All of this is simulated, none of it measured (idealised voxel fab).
Process module under the name voxel self aligned contacts
In the cross-section labelled cut, the width is 185 nm and each square cell is 5 nm.
Cross-sections here: square-cell grids, written as top-down lists of bands, a band being one or more rows of cells.
Basically the band line says how high the top is and how high the bottom is, in nm, and then what's in it from left to right, every material with its width in nm. Empty space shows up as "empty", and if a single material carries "all across" it runs the full band edge to edge.
For the purposes of this specification, 0 denotes the height below which the wafer in its as-received condition is composed wholly of one material, and the lowermost band, lacking a lower limit, extends downward without end, as expressed in "0 -> down".
Width spec "30->40" -> top row of cells at first value, bottom row at second value, equal per-row change in between.
Reading "stayed the same" for a step: not a cell of the cross-section changed in it.
Closed-off voids of 8+ cells (no open route to the top) go in "Completely enclosed voids", written width x height at distance from the left edge, in nm.
Whatever follows a step's settings on its line is a remark the simulator itself makes about that step.
overlay nm: where the mask lay relative to plan, measured to the right, on steps with a mask; negatives go left.

## Steps in the process plan
step 1: RECEIVE (material Si)
step 2: CONFORMAL_DEP (material SiO2; thk nm 5)
step 3: DIRECTIONAL_DEP (material polySi; thk nm 20)
step 4: DIRECTIONAL_DEP (material SiN; thk nm 15)
step 5: PATTERN (tone cover; mask id GATE; material resist; width nm 30; pitch nm 60; thk nm 15; overlay nm 0)
step 6: DIRECTIONAL_ETCH (etch materials SiN; depth nm 15)
step 7: DIRECTIONAL_ETCH (etch materials polySi; depth nm 20)
step 8: STRIP (etch materials resist)
step 9: CONFORMAL_DEP (material SiN; thk nm 5)
step 10: DIRECTIONAL_ETCH (etch materials SiN; depth nm 5)
step 11: FILL_DEP (material SiO2; thk nm 15)
step 12: CMP (height nm 45)
step 13: MASKED_ETCH (tone open; mask id CONTACT; width nm 40; pitch nm 60; etch materials SiO2; depth nm 45; overlay nm 0)
step 14: CONFORMAL_DEP (material TiN; thk nm 5)
step 15: FILL_DEP (material W; thk nm 5)
step 16: CMP (height nm 45)
step 17: CONFORMAL_DEP (material SiCN; thk nm 5)

## So this is the incoming wafer in cross-section - it's already been through step 1
	0 -> down | Si all across
	Completely enclosed voids: none

## Cross-section: first of two wafers, module finished, run according to plan
	50 -> 45 | SiCN all across
	45 -> 40 | SiO2: 40, then TiN: 15, then W: 10, then TiN: 15, then SiO2: 20, then TiN: 15, then W: 10, then TiN: 15, then SiO2: 45
	40 -> 25 | SiO2: 10, then SiN: 40, then TiN: 5, then W: 10, then TiN: 5, then SiN: 40, then TiN: 5, then W: 10, then TiN: 5, then SiN: 40, then SiO2: 15
	25 -> 5 | SiO2: 10, then SiN: 5, then polySi: 30, then SiN: 5, then TiN: 5, then W: 10, then TiN: 5, then SiN: 5, then polySi: 30, then SiN: 5, then TiN: 5, then W: 10, then TiN: 5, then SiN: 5, then polySi: 30, then SiN: 5, then SiO2: 15
	5 -> 0 | SiO2: 50, then TiN: 20, then SiO2: 40, then TiN: 20, then SiO2: 55
	0 -> down | Si all across
	Completely enclosed voids: none

## Wafer two, end of module, cross-section. Same start, same plan as wafer one. One mistake in the run
	50 -> 45 | SiCN all across
	45 -> 40 | SiO2: 45, then TiN: 10, then W: 10, then TiN: 20, then SiO2: 20, then TiN: 10, then W: 10, then TiN: 20, then SiO2: 40
	40 -> 25 | SiO2: 10, then SiN: 40, then TiN: 5, then W: 10, then TiN: 5, then SiN: 40, then TiN: 5, then W: 10, then TiN: 5, then SiN: 40, then SiO2: 15
	25 -> 5 | SiO2: 10, then SiN: 5, then polySi: 30, then SiN: 5, then TiN: 5, then W: 10, then TiN: 5, then SiN: 5, then polySi: 30, then SiN: 5, then TiN: 5, then W: 10, then TiN: 5, then SiN: 5, then polySi: 30, then SiN: 5, then SiO2: 15
	5 -> 0 | SiO2: 50, then TiN: 20, then SiO2: 40, then TiN: 20, then SiO2: 55
	0 -> down | Si all across
	Completely enclosed voids: none
Here's what went sideways: step 13 was not run as planned; what actually ran was MASKED_ETCH (tone open; mask id CONTACT; width nm 40; pitch nm 60; etch materials SiO2; depth nm 45; overlay nm 5)
Final wafers compared: equal cell tally per material, rearranged layout.
